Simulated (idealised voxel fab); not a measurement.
process module | voxel self aligned contacts
cross-section cut | 285 nm wide | cells 5 nm
A cross-section is a grid of square cells, given in bands from the top down. A band is one or more rows of cells.
Each band's line starts with the height of the band's top and of its bottom, in nm. Then come its materials from left to right, each with its width in nm. One material with "throughout" fills the band from edge to edge. "air" is empty space.
Height 0 is the level under which the wafer as received is all one material. The lowest band goes on downwards, as in "0 down".
A width such as "30 to 40" changes by the same amount from each row of cells to the next, from the band's top row to its bottom row.
"no change" after a step means that no cell of the cross-section changed.
closed voids: empty space of 8 cells or more with no open way to the top, each as width x height at its distance from the left edge, in nm
after a step's settings: what the simulator itself notes on the step
overlay nm, on a step with a mask: how far to the right of its planned place the mask lay; to the left if negative
plan
1 op RECEIVE | material Si
2 op OXIDIZE | depth nm 5
3 op DIRECTIONAL_DEP | material polySi | thk nm 30
4 op DIRECTIONAL_DEP | material SiN | thk nm 25
5 op PATTERN | tone cover | mask id GATE | material resist | width nm 35 | pitch nm 75 | thk nm 20 | overlay nm -15
6 op DIRECTIONAL_ETCH | etch materials SiN | depth nm 25
7 op DIRECTIONAL_ETCH | etch materials polySi | depth nm 30
8 op STRIP | etch materials resist
9 op CONFORMAL_DEP | material SiN | thk nm 10
10 op DIRECTIONAL_ETCH | etch materials SiN | depth nm 10
11 op FILL_DEP | material SiO2 | thk nm 20
12 op CMP | height nm 65
13 op PATTERN | tone open | mask id CONTACT | material resist | width nm 50 | pitch nm 75 | thk nm 15 | overlay nm 0
14 op DIRECTIONAL_ETCH | etch materials SiO2 | depth nm 70
15 op STRIP | etch materials resist
16 op CONFORMAL_DEP | material TiN | thk nm 5
17 op FILL_DEP | material W | thk nm 10
18 op CMP | height nm 65
19 op CONFORMAL_DEP | material SiN | thk nm 5
varied across the wafers: overlay nm of step 5. The plan shows the first wafer's value. All wafers start alike
first wafer as received, after step 1
  0 down: Si throughout
  closed voids: none
each wafer at the end: cells of each material gained (+) or lost (-) since it was received, then its closed voids
overlay nm -15 | -57 Si | +294 SiN | +299 SiO2 | +72 TiN | +64 W | +126 polySi | closed voids: none
overlay nm -10 | -57 Si | +294 SiN | +299 SiO2 | +72 TiN | +64 W | +126 polySi | closed voids: none
overlay nm -5 | -57 Si | +294 SiN | +299 SiO2 | +72 TiN | +64 W | +126 polySi | closed voids: none
overlay nm 0 | -57 Si | +294 SiN | +299 SiO2 | +72 TiN | +64 W | +126 polySi | closed voids: none
overlay nm 5 | -57 Si | +294 SiN | +299 SiO2 | +72 TiN | +64 W | +126 polySi | closed voids: none
overlay nm 10 | -57 Si | +294 SiN | +299 SiO2 | +72 TiN | +64 W | +126 polySi | closed voids: none
overlay nm 15 | -57 Si | +294 SiN | +299 SiO2 | +72 TiN | +64 W | +126 polySi | closed voids: none
